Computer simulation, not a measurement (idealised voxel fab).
Process module, titled voxel transistor to metal
Shown is cross-section cut, with a width of 140 nm and square cells of size 5 nm.
Cross-section = grid of square cells, listed top down in bands; band = one or more rows.
Band: top height; bottom height; in nm. Then, left to right: material with width in nm, for each material. "edge to edge": a single material spanning edge to edge. "blank": empty space.
Measure heights from 0. That's the level where, below it, the as-received wafer is all one material. The lowest band is bottomless and extends downward; write it as in "0 -> down".
When a width is written as two numbers, as in "30 to 40", the first number is the width in the top row of cells of the band and the second is the width in its bottom row, and the width changes by the same amount from each row to the next.
Any step labelled "no modifications" changed none of the cells in the cross-section.
You'll see "Entrapped voids" listing empty spaces that have no way open to the top, as long as they're 8 cells or more; the notation is width x height at distance, where the distance is from the left edge, and all of it is in nm.
On a step's line, text after the settings is the simulator commenting on that step.
For masked steps, "overlay nm" on the step line gives how far right of plan the mask actually lay; a minus sign means it lay to the left.

The steps planned for the process are as follows:
- 1: RECEIVE: material Si
- 2: OXIDIZE: depth nm 5
- 3: CONFORMAL_DEP: material SiN, thk nm 15
- 4: MASKED_ETCH: tone cover, mask id ACTIVE, width nm 110, etch materials SiN, depth nm 15, overlay nm 0
- 5: MASKED_ETCH: tone cover, mask id ACTIVE, width nm 110, etch materials SiO2, depth nm 5, overlay nm 0
- 6: MASKED_ETCH: tone cover, mask id ACTIVE, width nm 110, etch materials Si, depth nm 35, overlay nm 0
- 7: FILL_DEP: material SiO2, thk nm 5
- 8: CMP: height nm 15
- 9: SELECTIVE_ETCH: etch materials SiO2, depth nm 10
- 10: STRIP: etch materials SiN
- 11: SELECTIVE_ETCH: etch materials SiO2, depth nm 5
- 12: OXIDIZE: depth nm 5
- 13: DIRECTIONAL_DEP: material polySi, thk nm 30
- 14: DIRECTIONAL_DEP: material SiCN, thk nm 15
- 15: DIRECTIONAL_DEP: material aC, thk nm 10
- 16: PATTERN: tone cover, mask id GATE, material resist, width nm 20, thk nm 25, overlay nm 0
- 17: DIRECTIONAL_ETCH: etch materials aC, depth nm 10
- 18: STRIP: etch materials resist
- 19: DIRECTIONAL_ETCH: etch materials SiCN, depth nm 25
- 20: DIRECTIONAL_ETCH: etch materials polySi, depth nm 40
- 21: STRIP: etch materials aC
- 22: CONFORMAL_DEP: material SiO2, thk nm 5
- 23: DIRECTIONAL_ETCH: etch materials SiO2, depth nm 5
- 24: CONFORMAL_DEP: material SiN, thk nm 5
- 25: DIRECTIONAL_ETCH: etch materials SiN, depth nm 5
- 26: DIRECTIONAL_ETCH: etch materials SiO2, depth nm 5
- 27: DIRECTIONAL_ETCH: etch materials Si, depth nm 10
- 28: EPI: material SiGe, thk nm 15
- 29: FILL_DEP: material SiO2, thk nm 5
- 30: CMP: height nm 40
- 31: DIRECTIONAL_DEP: material SiO2, thk nm 15
- 32: DIRECTIONAL_DEP: material aC, thk nm 15
- 33: PATTERN: tone open, mask id CONTACT, material resist, width nm 20, pitch nm 80, thk nm 30, overlay nm 0
- 34: DIRECTIONAL_ETCH: etch materials aC, depth nm 15
- 35: STRIP: etch materials resist
- 36: DIRECTIONAL_ETCH: etch materials SiO2, depth nm 50
- 37: STRIP: etch materials aC
- 38: CONFORMAL_DEP: material TiN, thk nm 5
- 39: FILL_DEP: material Ru, thk nm 10
- 40: CMP: height nm 55
- 41: CONFORMAL_DEP: material SiCN, thk nm 5
- 42: DIRECTIONAL_DEP: material SiO2, thk nm 15
- 43: DIRECTIONAL_DEP: material aC, thk nm 15
- 44: PATTERN: tone open, mask id METAL_1, material resist, width nm 20, pitch nm 80, thk nm 35, overlay nm 0
- 45: DIRECTIONAL_ETCH: etch materials aC, depth nm 15
- 46: STRIP: etch materials resist
- 47: DIRECTIONAL_ETCH: etch materials SiO2, depth nm 15
- 48: DIRECTIONAL_ETCH: etch materials SiCN, depth nm 5
- 49: STRIP: etch materials aC
- 50: CONFORMAL_DEP: material TiN, thk nm 5
- 51: FILL_DEP: material W, thk nm 10
- 52: CMP: height nm 75
- 53: CONFORMAL_DEP: material SiCN, thk nm 5

Cross-sectional view of the wafer in its as-received condition, corresponding to the state after step 1:
* 0 -> down: Si edge to edge
* Entrapped voids: none

First of two wafers, end-of-module section, run followed plan:
* 80 -> 75: SiCN edge to edge
* 75 -> 60: SiO2=20  TiN=5  W=10  TiN=5  SiO2=60  TiN=5  W=10  TiN=5  SiO2=20
* 60 -> 55: SiCN=20  TiN=20  SiCN=60  TiN=20  SiCN=20
* 55 -> 40: SiO2=20  TiN=5  Ru=10  TiN=5  SiO2=60  TiN=5  Ru=10  TiN=5  SiO2=20
* 40 -> 25: SiO2=20  TiN=5  Ru=10  TiN=5  SiO2=10  SiN=5  SiO2=5  SiCN=20  SiO2=5  SiN=5  SiO2=10  TiN=5  Ru=10  TiN=5  SiO2=20
* 25 -> 10: SiO2=20  TiN=5  Ru=10  TiN=5  SiO2=10  SiN=5  SiO2=5  polySi=20  SiO2=5  SiN=5  SiO2=10  TiN=5  Ru=10  TiN=5  SiO2=20
* 10 -> 5: SiO2=20  TiN=20  SiO2=10  SiN=5  SiO2=5  polySi=20  SiO2=5  SiN=5  SiO2=10  TiN=20  SiO2=20
* 5 -> 0: SiO2=15  SiGe=35  SiN=5  SiO2=5  polySi=20  SiO2=5  SiN=5  SiGe=35  SiO2=15
* 0 -> -5: SiO2=15  SiN=5  SiGe=30  SiN=5  SiO2=5  polySi=20  SiO2=5  SiN=5  SiGe=30  SiN=5  SiO2=15
* -5 -> -10: SiO2=20  SiGe=30  SiO2=40  SiGe=30  SiO2=20
* -10 -> -20: SiO2=15  Si=5  SiGe=30  Si=40  SiGe=30  Si=5  SiO2=15
* -20 -> -40: SiO2=15  Si=110  SiO2=15
* -40 -> down: Si edge to edge
* Entrapped voids: none

Second wafer of the two, sectioned at the end of the module. It began like the first and followed the same plan, but one mistake was made while running it:
* 80 -> 75: SiCN edge to edge
* 75 -> 60: SiO2=20  TiN=5  W=10  TiN=5  SiO2=60  TiN=5  W=10  TiN=5  SiO2=20
* 60 -> 55: SiCN=20  TiN=20  SiCN=60  TiN=20  SiCN=20
* 55 -> 40: SiO2=20  TiN=5  Ru=10  TiN=5  SiO2=60  TiN=5  Ru=10  TiN=5  SiO2=20
* 40 -> 25: SiO2=20  TiN=5  Ru=10  TiN=5  SiO2=15  SiN=5  SiO2=5  SiCN=20  SiO2=5  SiN=5  SiO2=5  TiN=5  Ru=10  TiN=5  SiO2=20
* 25 -> 10: SiO2=20  TiN=5  Ru=10  TiN=5  SiO2=15  SiN=5  SiO2=5  polySi=20  SiO2=5  SiN=5  SiO2=5  TiN=5  Ru=10  TiN=5  SiO2=20
* 10 -> 5: SiO2=20  TiN=20  SiO2=15  SiN=5  SiO2=5  polySi=20  SiO2=5  SiN=5  SiO2=5  TiN=20  SiO2=20
* 5 -> 0: SiO2=15  SiGe=20  SiO2=5  SiGe=15  SiN=5  SiO2=5  polySi=20  SiO2=5  SiN=5  SiGe=30  SiO2=15
* 0 -> -5: SiO2=15  SiN=5  SiGe=15  SiO2=5  SiGe=15  SiN=5  SiO2=5  polySi=20  SiO2=5  SiN=5  SiGe=25  SiN=5  SiO2=15
* -5 -> -10: SiO2=20  SiGe=35  SiO2=40  SiGe=25  SiO2=20
* -10 -> -20: SiO2=15  Si=5  SiGe=35  Si=40  SiGe=25  Si=5  SiO2=15
* -20 -> -40: SiO2=15  Si=110  SiO2=15
* -40 -> down: Si edge to edge
* Entrapped voids: none
Error vs. plan: step 16 ran with different settings than intended, the actual operation and settings being PATTERN: tone cover, mask id GATE, material resist, width nm 20, thk nm 25, overlay nm 5
In the final state, the cell counts of the second wafer exceed or fall short of those of the first for the following materials: 2 fewer of SiGe, 2 more of SiO2
